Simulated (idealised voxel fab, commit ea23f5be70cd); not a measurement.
Process module name: voxel self aligned vias
Displayed cross-section: cut, width of 200 nm, square cells sized 5 nm.
Notation: cross-section as square-cell grid; stated in bands, top first, going down; one or more cell rows per band.
Band: top and bottom heights (nm) first, top before bottom; then materials from left to right, widths in nm. "everywhere" marks a sole material filling the band edge to edge. "blank" denotes empty space.
Heads up on the height convention: 0 is the point under which the incoming wafer is all one material, and the lowest band has no bottom, it just keeps going down, like "0 -> down".
Quick explanation for "30..40": the width changes in equal steps down the rows of cells, from the first number in the band's top row to the second number in its bottom row.
Any step labelled "no change" changed none of the cells in the cross-section.
Listed in "Closed void listing": every empty space of 8 or more cells without an open way to the top. Form: width x height at distance, the distance being from the left edge, all in nm.
That trailing text on a step's line, after the settings, is the simulator's own remark on the step.
Steps that use a mask can have "overlay nm" on their line. It says how far the mask sat to the right of where it was meant to be. Negative means to the left.
[Steps planned for the process]
- 1: RECEIVE | material Si
- 2: CONFORMAL_DEP | material SiO2 | thk nm 10
- 3: CONFORMAL_DEP | material SiCN | thk nm 5
- 4: DIRECTIONAL_DEP | material SiO2 | thk nm 20
- 5: MASKED_ETCH | tone open | mask id LINES | width nm 30 | pitch nm 75 | etch materials SiO2 | depth nm 20 | overlay nm 0
- 6: CONFORMAL_DEP | material TiN | thk nm 5
- 7: FILL_DEP | material Ru | thk nm 5
- 8: CMP | height nm 35
- 9: SELECTIVE_ETCH | etch materials W Ru TiN | depth nm 5
- 10: FILL_DEP | material SiN | thk nm 5
- 11: CMP | height nm 35
- 12: DIRECTIONAL_DEP | material SiO2 | thk nm 20
- 13: MASKED_ETCH | tone open | mask id VIAS | width nm 50 | pitch nm 75 | etch materials SiO2 | depth nm 20 | overlay nm 0
- 14: MASKED_ETCH | tone open | mask id VIAS | width nm 50 | pitch nm 75 | etch materials SiN | depth nm 5 | overlay nm 0
- 15: CONFORMAL_DEP | material TiN | thk nm 5
- 16: FILL_DEP | material W | thk nm 5
- 17: CMP | height nm 55
- 18: CONFORMAL_DEP | material SiN | thk nm 5
[Incoming wafer, cross-sectional view, post step 1]
  0 -> down: Si everywhere
  Closed void listing: none
[End-of-module cross-section. Starting structure and process plan as above; one mistake made in running it]
  60 -> 55: SiN everywhere
  55 -> 40: SiO2 40 nm, W 40 nm, SiO2 35 nm, W 40 nm, SiO2 45 nm
  40 -> 35: SiO2 50 nm, W 20 nm, SiO2 55 nm, W 20 nm, SiO2 55 nm
  35 -> 30: SiO2 everywhere
  30 -> 20: SiO2 45 nm, TiN 5 nm, Ru 20 nm, TiN 5 nm, SiO2 45 nm, TiN 5 nm, Ru 20 nm, TiN 5 nm, SiO2 50 nm
  20 -> 15: SiO2 45 nm, TiN 30 nm, SiO2 45 nm, TiN 30 nm, SiO2 50 nm
  15 -> 10: SiCN everywhere
  10 -> 0: SiO2 everywhere
  0 -> down: Si everywhere
  Closed void listing: none
In executing the process, a mistake was made relative to the plan: the process deviated at step 15: the operation and settings actually run there were CONFORMAL_DEP | material SiO2 | thk nm 5
